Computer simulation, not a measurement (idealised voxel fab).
process module | voxel transistor to metal
cross-section cut | 240 nm wide | cells 5 nm
A cross-section is a grid of square cells, given in bands from the top down. A band is one or more rows of cells.
Each band's line starts with the height of the band's top and of its bottom, in nm. Then come its materials from left to right, each with its width in nm. One material with "throughout" fills the band from edge to edge. "air" is empty space.
Height 0 is the level under which the wafer as received is all one material. The lowest band goes on downwards, as in "0 down".
A width such as "30 to 40" changes by the same amount from each row of cells to the next, from the band's top row to its bottom row.
"no change" after a step means that no cell of the cross-section changed.
closed voids: empty space of 8 cells or more with no open way to the top, each as width x height at its distance from the left edge, in nm
after a step's settings: what the simulator itself notes on the step
overlay nm, on a step with a mask: how far to the right of its planned place the mask lay; to the left if negative
plan
1 op RECEIVE | material Si
2 op CONFORMAL_DEP | material SiO2 | thk nm 5
3 op CONFORMAL_DEP | material SiN | thk nm 15
4 op PATTERN | tone cover | mask id ACTIVE | material resist | width nm 95 | pitch nm 115 | thk nm 15 | overlay nm 0
5 op DIRECTIONAL_ETCH | etch materials SiN | depth nm 15
6 op DIRECTIONAL_ETCH | etch materials SiO2 | depth nm 5
7 op DIRECTIONAL_ETCH | etch materials Si | depth nm 35
8 op STRIP | etch materials resist
9 op OXIDIZE | depth nm 5
10 op FILL_DEP | material SiO2 | thk nm 5
11 op CMP | height nm 20
12 op SELECTIVE_ETCH | etch materials SiO2 | depth nm 10
13 op STRIP | etch materials SiN
14 op SELECTIVE_ETCH | etch materials SiO2 | depth nm 5
15 op OXIDIZE | depth nm 5
16 op DIRECTIONAL_DEP | material polySi | thk nm 20
17 op DIRECTIONAL_DEP | material SiCN | thk nm 15
18 op DIRECTIONAL_DEP | material aC | thk nm 15
19 op PATTERN | tone cover | mask id GATE | material resist | width nm 15 | pitch nm 115 | thk nm 30 | overlay nm 0
20 op DIRECTIONAL_ETCH | etch materials aC | depth nm 15
21 op STRIP | etch materials resist
22 op DIRECTIONAL_ETCH | etch materials SiCN | depth nm 25
23 op DIRECTIONAL_ETCH | etch materials polySi | depth nm 30
24 op STRIP | etch materials aC
25 op CONFORMAL_DEP | material SiN | thk nm 10
26 op DIRECTIONAL_ETCH | etch materials SiN | depth nm 10
27 op DIRECTIONAL_ETCH | etch materials SiO2 | depth nm 5
28 op DIRECTIONAL_ETCH | etch materials Si | depth nm 10
29 op EPI | material pSi | thk nm 10
30 op FILL_DEP | material SiO2 | thk nm 10
31 op CMP | height nm 35
32 op DIRECTIONAL_DEP | material SiO2 | thk nm 10
33 op PATTERN | tone open | mask id CONTACT | material resist | width nm 30 | thk nm 15 | overlay nm -5
34 op DIRECTIONAL_ETCH | etch materials SiO2 | depth nm 50
35 op STRIP | etch materials resist
36 op CONFORMAL_DEP | material TiN | thk nm 5
37 op FILL_DEP | material Ru | thk nm 5
38 op CMP | height nm 45
39 op DIRECTIONAL_DEP | material TiN | thk nm 5
40 op DIRECTIONAL_DEP | material W | thk nm 15
41 op MASKED_ETCH | tone cover | mask id METAL_1 | width nm 15 | etch materials W | depth nm 15 | overlay nm 0
42 op MASKED_ETCH | tone cover | mask id METAL_1 | width nm 15 | etch materials TiN | depth nm 5 | overlay nm 0
43 op FILL_DEP | material SiO2 | thk nm 5
44 op CMP | height nm 65
45 op CONFORMAL_DEP | material SiN | thk nm 5
varied across the wafers: overlay nm of step 33. The plan shows the first wafer's value. All wafers start alike
first wafer as received, after step 1
  0 down: Si throughout
  closed voids: none
each wafer at the end: cells of each material gained (+) or lost (-) since it was received, then its closed voids
overlay nm -5 | +92 Ru | -186 Si | +18 SiCN | +112 SiN | +412 SiO2 | +108 TiN | +36 W | +56 pSi | +24 polySi | closed voids: none
overlay nm 0 | +96 Ru | -186 Si | +18 SiCN | +112 SiN | +408 SiO2 | +108 TiN | +36 W | +56 pSi | +24 polySi | closed voids: none
overlay nm 5 | +92 Ru | -186 Si | +18 SiCN | +112 SiN | +412 SiO2 | +108 TiN | +36 W | +56 pSi | +24 polySi | closed voids: none
